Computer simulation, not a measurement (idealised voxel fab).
process module | voxel released beams
cross-section cut | 200 nm wide | cells 5 nm
A cross-section is a grid of square cells, given in bands from the top down. A band is one or more rows of cells.
Each band's line starts with the height of the band's top and of its bottom, in nm. Then come its materials from left to right, each with its width in nm. One material with "throughout" fills the band from edge to edge. "air" is empty space.
Height 0 is the level under which the wafer as received is all one material. The lowest band goes on downwards, as in "0 down".
A width such as "30 to 40" changes by the same amount from each row of cells to the next, from the band's top row to its bottom row.
"no change" after a step means that no cell of the cross-section changed.
closed voids: empty space of 8 cells or more with no open way to the top, each as width x height at its distance from the left edge, in nm
after a step's settings: what the simulator itself notes on the step
overlay nm, on a step with a mask: how far to the right of its planned place the mask lay; to the left if negative
plan
1 op RECEIVE | material Si
2 op CONFORMAL_DEP | material SiN | thk nm 5
3 op DIRECTIONAL_DEP | material SiO2 | thk nm 20
4 op PATTERN | tone open | mask id ANCHOR | material resist | width nm 25 | thk nm 15 | overlay nm 0
5 op DIRECTIONAL_ETCH | etch materials SiO2 | depth nm 20
6 op STRIP | etch materials resist
7 op CONFORMAL_DEP | material polySi | thk nm 15
8 op DIRECTIONAL_DEP | material aC | thk nm 15
9 op PATTERN | tone cover | mask id BEAM | material resist | width nm 110 | thk nm 30 | overlay nm 0
10 op DIRECTIONAL_ETCH | etch materials aC | depth nm 15
11 op STRIP | etch materials resist
12 op DIRECTIONAL_ETCH | etch materials polySi | depth nm 15
13 op STRIP | etch materials aC
14 op STRIP | etch materials SiO2
varied across the wafers: width nm of step 4. The plan shows the first wafer's value. All wafers start alike
first wafer as received, after step 1
  0 down: Si throughout
  closed voids: none
first wafer at the end, after step 14
  40 to 25: air 40 | polySi 110 | air 50
  25 to 5: air 50 | polySi 25 | air 125
  5 to 0: SiN throughout
  0 down: Si throughout
  closed voids: none
last wafer at the end
  40 to 25: air 40 | polySi 15 | air 20 | polySi 75 | air 50
  25 to 20: air 40 | polySi 15 | air 20 | polySi 15 | air 110
  20 to 5: air 40 | polySi 50 | air 110
  5 to 0: SiN throughout
  0 down: Si throughout
  closed voids: none
each wafer at the end: cells of each material gained (+) or lost (-) since it was received, then its closed voids
width nm 25 | +40 SiN | +86 polySi | closed voids: none
width nm 30 | +40 SiN | +90 polySi | closed voids: none
width nm 35 | +40 SiN | +90 polySi | closed voids: none
width nm 40 | +40 SiN | +90 polySi | closed voids: none
width nm 45 | +40 SiN | +90 polySi | closed voids: none
width nm 50 | +40 SiN | +90 polySi | closed voids: none
